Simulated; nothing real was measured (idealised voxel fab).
Presented below is a process module, voxel double patterning.
The width of the displayed cross-section, cut, is 170 nm; its cells are square, with a size of 5 nm.
Cross-section spec: square-cell grid; bands listed top down; each band is one or more rows.
The entry gives the band's vertical extent as a top height and a bottom height in nm, then its horizontal make-up as materials from left to right, each with a width in nm. "empty" stands for empty space; a single material marked "full width" fills the band edge to edge.
Beneath 0, the wafer as received is one material, and that level is where height counting begins. The lowest band goes on downward without a bottom; it is written like "z 0 and below".
Width "30 to 40": first value at the band's top row of cells, second value at its bottom row, equal change from row to row.
"nothing different" after a step means that no cell of the cross-section changed.
"Closed void table": empty spaces of 8 cells or more with no open way to the top, each given as width x height at distance, distance from the left edge, all in nm.
Whatever follows a step's settings on its line is a remark the simulator itself makes about that step.
overlay nm: on a step with a mask, how far right of its planned place the mask lay; negative means left.

[So here's the lineup of process steps we planned]
1,RECEIVE,material Si
2,CONFORMAL_DEP,material SiO2,thk nm 5
3,DIRECTIONAL_DEP,material TiN,thk nm 20
4,DIRECTIONAL_DEP,material SiN,thk nm 10
5,MASKED_ETCH,tone open,mask id FIRST,width nm 15,pitch nm 50,etch materials SiN,depth nm 10,overlay nm 0
6,DIRECTIONAL_DEP,material aC,thk nm 10
7,PATTERN,tone open,mask id SECOND,material resist,width nm 15,thk nm 30,overlay nm 0
8,DIRECTIONAL_ETCH,etch materials aC,depth nm 10
9,STRIP,etch materials resist
10,DIRECTIONAL_ETCH,etch materials SiN,depth nm 10
11,STRIP,etch materials aC
12,DIRECTIONAL_ETCH,etch materials TiN,depth nm 20
13,STRIP,etch materials SiN

[Cross-section of the wafer at receipt, which is the condition after step 1]
- z 0 and below: Si full width
- Closed void table: none

[As-planned run: cross-section of the first of two wafers at end of module]
- z 25 to 5: 50 of TiN, 15 of empty, 10 of TiN, 15 of empty, 10 of TiN, 15 of empty, 55 of TiN
- z 5 to 0: SiO2 full width
- z 0 and below: Si full width
- Closed void table: none

[Module end: cross-section of wafer two of two. Same start and process plan as the first wafer. One mistake during execution]
- z 15 to 5: 50 of TiN, 15 of empty, 10 of TiN, 15 of empty, 10 of TiN, 15 of empty, 55 of TiN
- z 5 to 0: SiO2 full width
- z 0 and below: Si full width
- Closed void table: none
Here's what went sideways: the process deviated at step 3: the operation and settings actually run there were DIRECTIONAL_DEP,material TiN,thk nm 10
Once processing is complete, comparing cell counts shows that the second wafer has more or fewer of certain materials than the first: -50 TiN
